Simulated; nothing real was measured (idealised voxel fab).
Documented hereafter: the process module known as voxel air gaps.
The figure presents cross-section cut, which has a width of 225 nm and is divided into square cells with an edge length of 5 nm.
For the purposes of this document, a cross-section shall be understood as a grid of square cells, specified as bands listed in top-to-bottom order, each band consisting of one or more rows of cells.
The entry gives the band's vertical extent as a top height and a bottom height in nm, then its horizontal make-up as materials from left to right, each with a width in nm. "blank" stands for empty space; a single material marked "throughout" fills the band edge to edge.
Below 0: as-received wafer, all one material; heights counted from there. Lowest band: no bottom, goes on down, written "0..down".
Width spec "30->40" -> top row of cells at first value, bottom row at second value, equal per-row change in between.
You'll sometimes find "no modifications" written for a step, and that's the way of saying that nowhere in the cross-section did a cell change during that step.
This entry, "Enclosed void listing", enumerates those empty regions of no fewer than 8 cells that possess no open connection to the top. Each region is reported in the form width x height at distance, the distance being taken from the left edge, with all three quantities expressed in nm.
after a step's settings: what the simulator itself notes on the step
If you see "overlay nm" on a step's line and that step has a mask, it's telling you how far right of where it was planned the mask ended up; a negative number means it went left instead.
## The following list gives the planned process steps
1: RECEIVE [material Si]
2: CONFORMAL_DEP [material SiO2] [thk nm 15]
3: CONFORMAL_DEP [material SiN] [thk nm 5]
4: DIRECTIONAL_DEP [material lowk] [thk nm 30]
5: DIRECTIONAL_DEP [material aC] [thk nm 10]
6: PATTERN [tone open] [mask id LINES] [material resist] [width nm 15] [pitch nm 40] [thk nm 25] [overlay nm 0]
7: DIRECTIONAL_ETCH [etch materials aC] [depth nm 10]
8: STRIP [etch materials resist]
9: DIRECTIONAL_ETCH [etch materials lowk] [depth nm 30]
10: STRIP [etch materials aC]
11: CONFORMAL_DEP [material TiN] [thk nm 5]
12: FILL_DEP [material W] [thk nm 10]
13: CMP [height nm 50]
14: EPI [material Ru] [thk nm 10]
15: SELECTIVE_ETCH [etch materials lowk] [depth nm 40]
16: CONFORMAL_DEP [material SiCN] [thk nm 5]
## Concerning the first of two wafers, which was run in accordance with the plan
## This is the cross-section of the wafer as we received it, i.e. after step 1
* 0..down | Si throughout
* Enclosed void listing: none
## Upon completion of step 2, the wafer appears in cross-section as shown
* 15..0 | SiO2 throughout
* At heights below 0, the structure remains unaltered.
## Upon completion of step 3, the wafer appears in cross-section as shown
* 20..15 | SiN throughout
* At heights below 15, the structure remains unaltered.
## Upon completion of step 4, the wafer appears in cross-section as shown
* 50..20 | lowk throughout
* At heights below 20, the structure remains unaltered.
## Upon completion of step 5, the wafer appears in cross-section as shown
* 60..50 | aC throughout
* At heights below 50, the structure remains unaltered.
## Upon completion of step 6, the wafer appears in cross-section as shown
* 85..60 | resist=45, then blank=15, then resist=25, then blank=15, then resist=25, then blank=15, then resist=25, then blank=15, then resist=45
* At heights below 60, the structure remains unaltered.
## Upon completion of step 7, the wafer appears in cross-section as shown
* 75..60 | resist=45, then blank=15, then resist=25, then blank=15, then resist=25, then blank=15, then resist=25, then blank=15, then resist=45
* 60..50 | aC=45, then blank=15, then aC=25, then blank=15, then aC=25, then blank=15, then aC=25, then blank=15, then aC=45
* At heights below 50, the structure remains unaltered.
## Upon completion of step 8, the wafer appears in cross-section as shown
* 60..50 | aC=45, then blank=15, then aC=25, then blank=15, then aC=25, then blank=15, then aC=25, then blank=15, then aC=45
* At heights below 50, the structure remains unaltered.
## Upon completion of step 9, the wafer appears in cross-section as shown
* 60..50 | aC=45, then blank=15, then aC=25, then blank=15, then aC=25, then blank=15, then aC=25, then blank=15, then aC=45
* 50..20 | lowk=45, then blank=15, then lowk=25, then blank=15, then lowk=25, then blank=15, then lowk=25, then blank=15, then lowk=45
* At heights below 20, the structure remains unaltered.
## Upon completion of step 10, the wafer appears in cross-section as shown
* 50..20 | lowk=45, then blank=15, then lowk=25, then blank=15, then lowk=25, then blank=15, then lowk=25, then blank=15, then lowk=45
* At heights below 20, the structure remains unaltered.
## Upon completion of step 11, the wafer appears in cross-section as shown
* 55..50 | TiN=50, then blank=5, then TiN=35, then blank=5, then TiN=35, then blank=5, then TiN=35, then blank=5, then TiN=50
* 50..25 | lowk=45, then TiN=5, then blank=5, then TiN=5, then lowk=25, then TiN=5, then blank=5, then TiN=5, then lowk=25, then TiN=5, then blank=5, then TiN=5, then lowk=25, then TiN=5, then blank=5, then TiN=5, then lowk=45
* 25..20 | lowk=45, then TiN=15, then lowk=25, then TiN=15, then lowk=25, then TiN=15, then lowk=25, then TiN=15, then lowk=45
* At heights below 20, the structure remains unaltered.
## Upon completion of step 12, the wafer appears in cross-section as shown
* 65..55 | W throughout
* 55..50 | TiN=50, then W=5, then TiN=35, then W=5, then TiN=35, then W=5, then TiN=35, then W=5, then TiN=50
* 50..25 | lowk=45, then TiN=5, then W=5, then TiN=5, then lowk=25, then TiN=5, then W=5, then TiN=5, then lowk=25, then TiN=5, then W=5, then TiN=5, then lowk=25, then TiN=5, then W=5, then TiN=5, then lowk=45
* At heights below 25, the structure remains unaltered.
## Upon completion of step 13, the wafer appears in cross-section as shown
* 50..25 | lowk=45, then TiN=5, then W=5, then TiN=5, then lowk=25, then TiN=5, then W=5, then TiN=5, then lowk=25, then TiN=5, then W=5, then TiN=5, then lowk=25, then TiN=5, then W=5, then TiN=5, then lowk=45
* At heights below 25, the structure remains unaltered.
## Upon completion of step 14, the wafer appears in cross-section as shown
* 60..50 | blank=35, then Ru=35, then blank=5, then Ru=35, then blank=5, then Ru=35, then blank=5, then Ru=35, then blank=35
* At heights below 50, the structure remains unaltered.
## Upon completion of step 15, the wafer appears in cross-section as shown
* 60..50 | blank=35, then Ru=35, then blank=5, then Ru=35, then blank=5, then Ru=35, then blank=5, then Ru=35, then blank=35
* 50..25 | blank=45, then TiN=5, then W=5, then TiN=5, then blank=25, then TiN=5, then W=5, then TiN=5, then blank=25, then TiN=5, then W=5, then TiN=5, then blank=25, then TiN=5, then W=5, then TiN=5, then blank=45
* 25..20 | blank=45, then TiN=15, then blank=25, then TiN=15, then blank=25, then TiN=15, then blank=25, then TiN=15, then blank=45
* At heights below 20, the structure remains unaltered.
## Upon completion of step 16, the wafer appears in cross-section as shown
* 65..60 | blank=30, then SiCN=165, then blank=30
* 60..50 | blank=30, then SiCN=5, then Ru=35, then SiCN=5, then Ru=35, then SiCN=5, then Ru=35, then SiCN=5, then Ru=35, then SiCN=5, then blank=30
* 50..45 | blank=30, then SiCN=15, then TiN=5, then W=5, then TiN=5, then SiCN=25, then TiN=5, then W=5, then TiN=5, then SiCN=25, then TiN=5, then W=5, then TiN=5, then SiCN=25, then TiN=5, then W=5, then TiN=5, then SiCN=15, then blank=30
* 45..25 | blank=40, then SiCN=5, then TiN=5, then W=5, then TiN=5, then SiCN=5, then blank=15, then SiCN=5, then TiN=5, then W=5, then TiN=5, then SiCN=5, then blank=15, then SiCN=5, then TiN=5, then W=5, then TiN=5, then SiCN=5, then blank=15, then SiCN=5, then TiN=5, then W=5, then TiN=5, then SiCN=5, then blank=40
* 25..20 | SiCN=45, then TiN=15, then SiCN=25, then TiN=15, then SiCN=25, then TiN=15, then SiCN=25, then TiN=15, then SiCN=45
* At heights below 20, the structure remains unaltered.
* Enclosed void listing: 15 x 20 at 65; 15 x 20 at 105; 15 x 20 at 145
## Wafer two. Same start, same plan, one slip in execution. Same as wafer one through step 13, inclusive
## What the second wafer looks like in cross-section when step 14 should have wrapped up
* 55..50 | blank=40, then Ru=25, then blank=15, then Ru=25, then blank=15, then Ru=25, then blank=15, then Ru=25, then blank=40
* At heights below 50, the structure remains unaltered.
## What the second wafer looks like in cross-section when step 15 should have wrapped up
* 55..50 | blank=40, then Ru=25, then blank=15, then Ru=25, then blank=15, then Ru=25, then blank=15, then Ru=25, then blank=40
* 50..25 | blank=45, then TiN=5, then W=5, then TiN=5, then blank=25, then TiN=5, then W=5, then TiN=5, then blank=25, then TiN=5, then W=5, then TiN=5, then blank=25, then TiN=5, then W=5, then TiN=5, then blank=45
* 25..20 | blank=45, then TiN=15, then blank=25, then TiN=15, then blank=25, then TiN=15, then blank=25, then TiN=15, then blank=45
* At heights below 20, the structure remains unaltered.
## What the second wafer looks like in cross-section when step 16 should have wrapped up
* 60..55 | blank=35, then SiCN=35, then blank=5, then SiCN=35, then blank=5, then SiCN=35, then blank=5, then SiCN=35, then blank=35
* 55..50 | blank=35, then SiCN=5, then Ru=25, then SiCN=5, then blank=5, then SiCN=5, then Ru=25, then SiCN=5, then blank=5, then SiCN=5, then Ru=25, then SiCN=5, then blank=5, then SiCN=5, then Ru=25, then SiCN=5, then blank=35
* 50..45 | blank=35, then SiCN=10, then TiN=5, then W=5, then TiN=5, then SiCN=10, then blank=5, then SiCN=10, then TiN=5, then W=5, then TiN=5, then SiCN=10, then blank=5, then SiCN=10, then TiN=5, then W=5, then TiN=5, then SiCN=10, then blank=5, then SiCN=10, then TiN=5, then W=5, then TiN=5, then SiCN=10, then blank=35
* 45..25 | blank=40, then SiCN=5, then TiN=5, then W=5, then TiN=5, then SiCN=5, then blank=15, then SiCN=5, then TiN=5, then W=5, then TiN=5, then SiCN=5, then blank=15, then SiCN=5, then TiN=5, then W=5, then TiN=5, then SiCN=5, then blank=15, then SiCN=5, then TiN=5, then W=5, then TiN=5, then SiCN=5, then blank=40
* 25..20 | SiCN=45, then TiN=15, then SiCN=25, then TiN=15, then SiCN=25, then TiN=15, then SiCN=25, then TiN=15, then SiCN=45
* At heights below 20, the structure remains unaltered.
Want to know what went wrong? step 14 changed vs plan, executed as EPI [material Ru] [thk nm 5]
Per the end-of-run cell counts, the second wafer holds more or fewer of some materials than the first: 36 fewer of Ru, 12 fewer of SiCN
Upon completion, the first wafer exhibits 3 closed voids and the second wafer exhibits 0.
